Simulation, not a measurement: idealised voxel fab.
This section sets out a process module, namely voxel tone inversion.
The figure presents cross-section cut, which has a width of 285 nm and is divided into square cells with an edge length of 5 nm.
In what follows, cross-sections appear as grids of square cells, described through bands that run from the top down, where every band is one or more rows of cells. What a band's entry tells you: where the top is and where the bottom is, as heights in nm, and after that what lies inside, material by material from left to right, each with its width in nm. Empty space is written as the word "empty", and a single material marked with the word "everywhere" occupies the band from edge to edge. Height is counted from the level 0, under which the received wafer is composed throughout of one material. The lowest of the bands is not closed at the bottom but continues downward, in the notation "0 down". When a width is written as two numbers, as in "30 to 40", the first number is the width in the top row of cells of the band and the second is the width in its bottom row, and the width changes by the same amount from each row to the next. Take "remained unchanged" at face value: in the step it is given for, the cross-section changed in none of its cells. What "Trapped voids" gives you is every empty space of 8 cells or more that is cut off from the top. Each appears as width x height at distance, with the distance taken from the left edge and width, height and distance all in nm. If you see something after the settings on a step's line, that's the simulator's own remark about that step. overlay nm: right-of-plan distance of the mask on a masked step; negative values mean left-of-plan.

# Process steps - plan
1 RECEIVE with material Si
2 CONFORMAL_DEP with material SiN, thk nm 10
3 DIRECTIONAL_DEP with material aC, thk nm 15
4 PATTERN with tone cover, mask id POSTS, material resist, width nm 20, pitch nm 35, thk nm 20, overlay nm -15
5 DIRECTIONAL_ETCH with etch materials aC, depth nm 15
6 STRIP with etch materials resist
7 FILL_DEP with material lowk, thk nm 10
8 CMP with height nm 25
9 STRIP with etch materials aC
10 CONFORMAL_DEP with material TiN, thk nm 5
11 FILL_DEP with material W, thk nm 10
12 CMP with height nm 25
13 CONFORMAL_DEP with material SiN, thk nm 5
The plan shows the overlay nm of step 4 as the first wafer had it; this setting differs between the wafers, which start out alike.

# The first of several wafers as received, shown in cross-section; this is its state after step 1
    0 down  Si everywhere
    Trapped voids: none

# Where each wafer stands at the end of the module, a row apiece: cells of each material gained (+) or lost (-) since it was received, then closed voids
overlay nm -15; +171 SiN; +16 TiN; +8 W; +147 lowk; Trapped voids: none
overlay nm -10; +171 SiN; +16 TiN; +8 W; +147 lowk; Trapped voids: none
overlay nm -5; +171 SiN; +16 TiN; +8 W; +147 lowk; Trapped voids: none
overlay nm 0; +171 SiN; +16 TiN; +8 W; +147 lowk; Trapped voids: none
overlay nm 5; +171 SiN; +16 TiN; +8 W; +147 lowk; Trapped voids: none
overlay nm 10; +171 SiN; +16 TiN; +8 W; +147 lowk; Trapped voids: none
overlay nm 15; +171 SiN; +16 TiN; +8 W; +147 lowk; Trapped voids: none
